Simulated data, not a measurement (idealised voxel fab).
Process module in this document: voxel transistor to metal
In the cross-section labelled cut, the width is 145 nm and each square cell is 5 nm.
Heads up, the way a cross-section reads in here is a grid of square cells, handed over as bands from the top down, with every band being one or more rows of cells.
Heights first: top, then bottom, in nm. Then materials, left to right, each with a width in nm. "everywhere" on a single material: fills the band edge to edge. "blank": empty space.
Height 0 is the level under which the wafer as received is all one material. The lowest band goes on downwards, as in "from 0 down".
The two numbers in a width such as "30..40" mark its ends across the band: the first belongs to the top row of cells, the second to the bottom row, and from each row to the next the width moves by the same amount.
It should be understood that the words "nothing was modified", when stated for a given step, signify that the cross-section underwent no change in any of its cells during that step.
"Closed cavity list": empty spaces of 8 cells or more with no open way to the top, each given as width x height at distance, distance from the left edge, all in nm.
It should be noted that, on the line of a given step, the content following the step's settings is a remark produced by the simulator itself with respect to that step.
On any step carrying a mask, the "overlay nm" setting, if present on the step's line, tells how far right of its planned place the mask lay; negative values point to the left.
The planned process steps are enumerated hereunder
| 1 | RECEIVE | material Si |
| 2 | OXIDIZE | depth nm 5 |
| 3 | CONFORMAL_DEP | material SiN | thk nm 10 |
| 4 | PATTERN | tone cover | mask id ACTIVE | material resist | width nm 85 | thk nm 15 | overlay nm 0 |
| 5 | DIRECTIONAL_ETCH | etch materials SiN | depth nm 10 |
| 6 | DIRECTIONAL_ETCH | etch materials SiO2 | depth nm 5 |
| 7 | DIRECTIONAL_ETCH | etch materials Si | depth nm 25 |
| 8 | STRIP | etch materials resist |
| 9 | FILL_DEP | material SiO2 | thk nm 5 |
| 10 | CMP | height nm 10 |
| 11 | SELECTIVE_ETCH | etch materials SiO2 | depth nm 5 |
| 12 | STRIP | etch materials SiN |
| 13 | SELECTIVE_ETCH | etch materials SiO2 | depth nm 5 |
| 14 | OXIDIZE | depth nm 5 |
| 15 | DIRECTIONAL_DEP | material polySi | thk nm 25 |
| 16 | DIRECTIONAL_DEP | material SiCN | thk nm 15 |
| 17 | MASKED_ETCH | tone cover | mask id GATE | width nm 15 | etch materials SiCN | depth nm 25 | overlay nm 0 |
| 18 | MASKED_ETCH | tone cover | mask id GATE | width nm 15 | etch materials polySi | depth nm 35 | overlay nm 0 |
| 19 | CONFORMAL_DEP | material SiO2 | thk nm 5 |
| 20 | DIRECTIONAL_ETCH | etch materials SiO2 | depth nm 5 |
| 21 | CONFORMAL_DEP | material SiN | thk nm 10 |
| 22 | DIRECTIONAL_ETCH | etch materials SiN | depth nm 10 |
| 23 | DIRECTIONAL_ETCH | etch materials SiO2 | depth nm 5 |
| 24 | DIRECTIONAL_ETCH | etch materials Si | depth nm 5 |
| 25 | EPI | material SiGe | thk nm 5 |
| 26 | FILL_DEP | material SiO2 | thk nm 10 |
| 27 | CMP | height nm 35 |
| 28 | DIRECTIONAL_DEP | material SiO2 | thk nm 15 |
| 29 | PATTERN | tone open | mask id CONTACT | material resist | width nm 25 | pitch nm 50 | thk nm 15 | overlay nm 0 |
| 30 | DIRECTIONAL_ETCH | etch materials SiO2 | depth nm 55 |
| 31 | STRIP | etch materials resist |
| 32 | CONFORMAL_DEP | material TiN | thk nm 5 |
| 33 | FILL_DEP | material W | thk nm 5 |
| 34 | CMP | height nm 50 |
| 35 | DIRECTIONAL_DEP | material TiN | thk nm 5 |
| 36 | DIRECTIONAL_DEP | material W | thk nm 25 |
| 37 | MASKED_ETCH | tone cover | mask id METAL_1 | width nm 15 | pitch nm 60 | etch materials W | depth nm 25 | overlay nm 0 |
| 38 | MASKED_ETCH | tone cover | mask id METAL_1 | width nm 15 | pitch nm 60 | etch materials TiN | depth nm 5 | overlay nm 0 |
| 39 | CONFORMAL_DEP | material SiCN | thk nm 5 |
| 40 | FILL_DEP | material SiO2 | thk nm 10 |
| 41 | CMP | height nm 80 |
| 42 | CONFORMAL_DEP | material SiCN | thk nm 5 |
As received (post step 1): cross-section
- from 0 down  Si everywhere
- Closed cavity list: none
Cross-section taken at module completion on the first of two wafers; processed per the plan
- from 85 to 80  SiCN everywhere
- from 80 to 55  SiO2 (30) / SiCN (5) / W (15) / SiCN (5) / SiO2 (35) / SiCN (5) / W (15) / SiCN (5) / SiO2 (30)
- from 55 to 50  SiCN (35) / TiN (15) / SiCN (45) / TiN (15) / SiCN (35)
- from 50 to 40  SiO2 (35) / TiN (5) / W (15) / TiN (5) / SiO2 (25) / TiN (5) / W (15) / TiN (5) / SiO2 (35)
- from 40 to 35  SiO2 (35) / TiN (5) / W (5) / TiN (15) / SiO2 (25) / TiN (15) / W (5) / TiN (5) / SiO2 (35)
- from 35 to 20  SiO2 (35) / TiN (5) / W (5) / TiN (5) / SiN (10) / SiO2 (5) / SiCN (15) / SiO2 (5) / SiN (10) / TiN (5) / W (5) / TiN (5) / SiO2 (35)
- from 20 to 5  SiO2 (35) / TiN (5) / W (5) / TiN (5) / SiN (10) / SiO2 (5) / polySi (15) / SiO2 (5) / SiN (10) / TiN (5) / W (5) / TiN (5) / SiO2 (35)
- from 5 to 0  SiO2 (35) / TiN (15) / SiN (10) / SiO2 (5) / polySi (15) / SiO2 (5) / SiN (10) / TiN (15) / SiO2 (35)
- from 0 to -5  SiO2 (30) / SiN (10) / TiN (10) / SiN (10) / SiO2 (5) / polySi (15) / SiO2 (5) / SiN (10) / TiN (10) / SiN (10) / SiO2 (30)
- from -5 to -10  SiO2 (40) / SiGe (10) / SiO2 (45) / SiGe (10) / SiO2 (40)
- from -10 to -15  SiO2 (30) / Si (10) / SiGe (10) / Si (45) / SiGe (10) / Si (10) / SiO2 (30)
- from -15 to -30  SiO2 (30) / Si (85) / SiO2 (30)
- from -30 down  Si everywhere
- Closed cavity list: none
Here's the second of our two wafers sectioned at module end. Same start as the first, same plan, but one mistake got made running it
- from 85 to 80  SiCN everywhere
- from 80 to 55  SiO2 (30) / SiCN (5) / W (15) / SiCN (5) / SiO2 (35) / SiCN (5) / W (15) / SiCN (5) / SiO2 (30)
- from 55 to 50  SiCN (35) / TiN (15) / SiCN (45) / TiN (15) / SiCN (35)
- from 50 to 40  SiO2 (35) / TiN (5) / W (15) / TiN (5) / SiO2 (25) / TiN (5) / W (15) / TiN (5) / SiO2 (35)
- from 40 to 35  SiO2 (35) / TiN (5) / W (5) / TiN (15) / SiO2 (25) / TiN (15) / W (5) / TiN (5) / SiO2 (35)
- from 35 to 20  SiO2 (35) / TiN (5) / W (5) / TiN (5) / SiN (10) / SiCN (25) / SiN (10) / TiN (5) / W (5) / TiN (5) / SiO2 (35)
- from 20 to 10  SiO2 (35) / TiN (5) / W (5) / TiN (5) / SiN (10) / SiCN (5) / polySi (15) / SiCN (5) / SiN (10) / TiN (5) / W (5) / TiN (5) / SiO2 (35)
- from 10 to 5  SiO2 (35) / TiN (15) / SiN (10) / SiCN (5) / polySi (15) / SiCN (5) / SiN (10) / TiN (15) / SiO2 (35)
- from 5 to 0  SiCN (30) / SiN (10) / TiN (10) / SiN (10) / SiCN (5) / polySi (15) / SiCN (5) / SiN (10) / TiN (10) / SiN (10) / SiCN (30)
- from 0 to -5  SiO2 (25) / SiCN (40) / polySi (15) / SiCN (40) / SiO2 (25)
- from -5 to -10  SiO2 everywhere
- from -10 to -30  SiO2 (30) / Si (85) / SiO2 (30)
- from -30 down  Si everywhere
- Closed cavity list: none
What went wrong in running the wafer? off-plan run, step 19, actual operation and settings CONFORMAL_DEP | material SiCN | thk nm 5
Final cells, second wafer relative to first, materials higher or lower: Si: 4 more | SiCN: 42 more | SiGe: 8 fewer | SiN: 4 fewer | SiO2: 28 fewer | TiN: 4 fewer | W: 2 fewer
